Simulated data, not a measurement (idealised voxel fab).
Process module under the name voxel wiring stack
Shown is cross-section cut, with a width of 190 nm and square cells of size 5 nm.
A cross-section in this document is a grid of square cells, and it is written down as bands, the top band listed before the ones below it; a band is made up of one or more rows of cells. Read a band's entry like this: the first values are the height of its top and the height of its bottom in nm, and what follows is the sequence of materials from left to right, each with its width in nm. Note that "air" is empty space, and that a single material marked "full width" reaches across the band from edge to edge. It should be noted that heights are counted from 0, beneath which the wafer as supplied is of one material throughout, and that the lowest band possesses no lower boundary but continues downward, as written in "0 -> down". Width spec "30->40" -> top row of cells at first value, bottom row at second value, equal per-row change in between. The designation "nothing altered", where it is given for a processing step, indicates that no cell of the cross-section was altered in the course of that step. The label "Enclosed internal voids" introduces a list of the empty spaces, 8 cells or larger, that have no open way up to the top; each entry in it reads width x height at distance, where the distance is taken from the left edge and all three are stated in nm. Past the settings on a step's line: simulator remark, on that step. Among the settings permitted on a step's line is "overlay nm"; applied to a step with a mask, it specifies the extent to which the mask lay to the right of its planned position, whereas a negative figure signifies a position to the left.

Here's what the planned process steps look like:
1 op RECEIVE | material Si
2 op CONFORMAL_DEP | material SiO2 | thk nm 10
3 op CONFORMAL_DEP | material SiCN | thk nm 5
4 op DIRECTIONAL_DEP | material lowk | thk nm 20
5 op MASKED_ETCH | tone open | mask id METAL_1 | width nm 25 | pitch nm 40 | etch materials lowk | depth nm 20 | overlay nm 0
6 op MASKED_ETCH | tone open | mask id METAL_1 | width nm 25 | pitch nm 40 | etch materials SiCN | depth nm 5 | overlay nm 0
7 op CONFORMAL_DEP | material TiN | thk nm 5
8 op FILL_DEP | material W | thk nm 10
9 op CMP | height nm 35
10 op CONFORMAL_DEP | material SiCN | thk nm 5
11 op DIRECTIONAL_DEP | material lowk | thk nm 10
12 op PATTERN | tone open | mask id PLUG_1 | material resist | width nm 15 | pitch nm 40 | thk nm 20 | overlay nm 0
13 op DIRECTIONAL_ETCH | etch materials lowk | depth nm 10
14 op DIRECTIONAL_ETCH | etch materials SiCN | depth nm 5
15 op STRIP | etch materials resist
16 op EPI | material Ru | thk nm 10
17 op EPI | material Ru | thk nm 5
18 op CONFORMAL_DEP | material SiCN | thk nm 5
19 op DIRECTIONAL_DEP | material lowk | thk nm 15
20 op DIRECTIONAL_DEP | material aC | thk nm 10
21 op PATTERN | tone open | mask id METAL_2 | material resist | width nm 25 | pitch nm 40 | thk nm 25 | overlay nm 0
22 op DIRECTIONAL_ETCH | etch materials aC | depth nm 10
23 op STRIP | etch materials resist
24 op DIRECTIONAL_ETCH | etch materials lowk | depth nm 15
25 op DIRECTIONAL_ETCH | etch materials SiCN | depth nm 5
26 op STRIP | etch materials aC
27 op CONFORMAL_DEP | material TiN | thk nm 5
28 op FILL_DEP | material Ru | thk nm 10
29 op CMP | height nm 70
30 op EPI | material Ru | thk nm 5
31 op FILL_DEP | material SiCN | thk nm 5
32 op DIRECTIONAL_DEP | material lowk | thk nm 30
33 op MASKED_ETCH | tone open | mask id METAL_3 | width nm 25 | pitch nm 40 | etch materials lowk | depth nm 20 | overlay nm 0
34 op DIRECTIONAL_DEP | material aC | thk nm 15
35 op PATTERN | tone open | mask id METAL_3_HOLES | material resist | width nm 15 | thk nm 35 | overlay nm 0
36 op DIRECTIONAL_ETCH | etch materials aC | depth nm 15
37 op STRIP | etch materials resist
38 op DIRECTIONAL_ETCH | etch materials lowk | depth nm 10
39 op DIRECTIONAL_ETCH | etch materials SiCN | depth nm 5
40 op STRIP | etch materials aC
41 op CONFORMAL_DEP | material TiN | thk nm 5
42 op FILL_DEP | material Ru | thk nm 5
43 op CMP | height nm 110
44 op CONFORMAL_DEP | material SiN | thk nm 5

Incoming wafer in cross-section (state: after step 1):
- 0 -> down = Si full width
- Enclosed internal voids: none

Sectioned view, first of two wafers, at the close of the module, processed as intended in the plan:
- 115 -> 110 = SiN full width
- 110 -> 95 = lowk 60  TiN 5  Ru 15  TiN 5  lowk 15  TiN 5  Ru 15  TiN 5  lowk 65
- 95 -> 90 = lowk 60  TiN 5  Ru 5  TiN 15  lowk 15  TiN 25  lowk 65
- 90 -> 80 = lowk 60  TiN 5  Ru 5  TiN 5  lowk 115
- 80 -> 75 = SiCN 60  TiN 15  SiCN 115
- 75 -> 70 = SiCN 55  Ru 35  SiCN 5  Ru 35  SiCN 60
- 70 -> 55 = lowk 60  TiN 5  Ru 15  TiN 5  lowk 15  TiN 5  Ru 15  TiN 5  lowk 65
- 55 -> 50 = SiCN 60  TiN 25  SiCN 15  TiN 25  SiCN 65
- 50 -> 40 = lowk 60  Ru 15  lowk 25  Ru 15  lowk 75
- 40 -> 35 = SiCN 60  Ru 15  SiCN 25  Ru 15  SiCN 75
- 35 -> 15 = lowk 60  TiN 5  W 15  TiN 5  lowk 15  TiN 5  W 15  TiN 5  lowk 65
- 15 -> 10 = SiCN 60  TiN 25  SiCN 15  TiN 25  SiCN 65
- 10 -> 0 = SiO2 full width
- 0 -> down = Si full width
- Enclosed internal voids: none

This cross-section belongs to the second wafer of two at the end of the module; the start and the plan were shared with the first, and the run included one mistake:
- 115 -> 110 = SiN full width
- 110 -> 105 = lowk 60  TiN 5  Ru 15  TiN 5  lowk 15  TiN 5  Ru 15  TiN 5  lowk 65
- 105 -> 100 = lowk 60  TiN 25  lowk 15  TiN 25  lowk 65
- 100 -> 90 = lowk 60  SiCN 25  lowk 15  SiCN 25  lowk 65
- 90 -> 80 = lowk full width
- 80 -> 75 = SiCN full width
- 75 -> 70 = SiCN 55  Ru 35  SiCN 5  Ru 35  SiCN 60
- 70 -> 55 = lowk 60  TiN 5  Ru 15  TiN 5  lowk 15  TiN 5  Ru 15  TiN 5  lowk 65
- 55 -> 50 = SiCN 60  TiN 25  SiCN 15  TiN 25  SiCN 65
- 50 -> 40 = lowk 60  Ru 15  lowk 25  Ru 15  lowk 75
- 40 -> 35 = SiCN 60  Ru 15  SiCN 25  Ru 15  SiCN 75
- 35 -> 15 = lowk 60  TiN 5  W 15  TiN 5  lowk 15  TiN 5  W 15  TiN 5  lowk 65
- 15 -> 10 = SiCN 60  TiN 25  SiCN 15  TiN 25  SiCN 65
- 10 -> 0 = SiO2 full width
- 0 -> down = Si full width
- Enclosed internal voids: none
Plan not followed: step 34 ran with different settings than intended, the actual operation and settings being op DIRECTIONAL_DEP | material SiCN | thk nm 15
Once processing is complete, comparing cell counts shows that the second wafer has more or fewer of certain materials than the first: Ru: 15 fewer, SiCN: 23 more, TiN: 14 fewer, lowk: 6 more
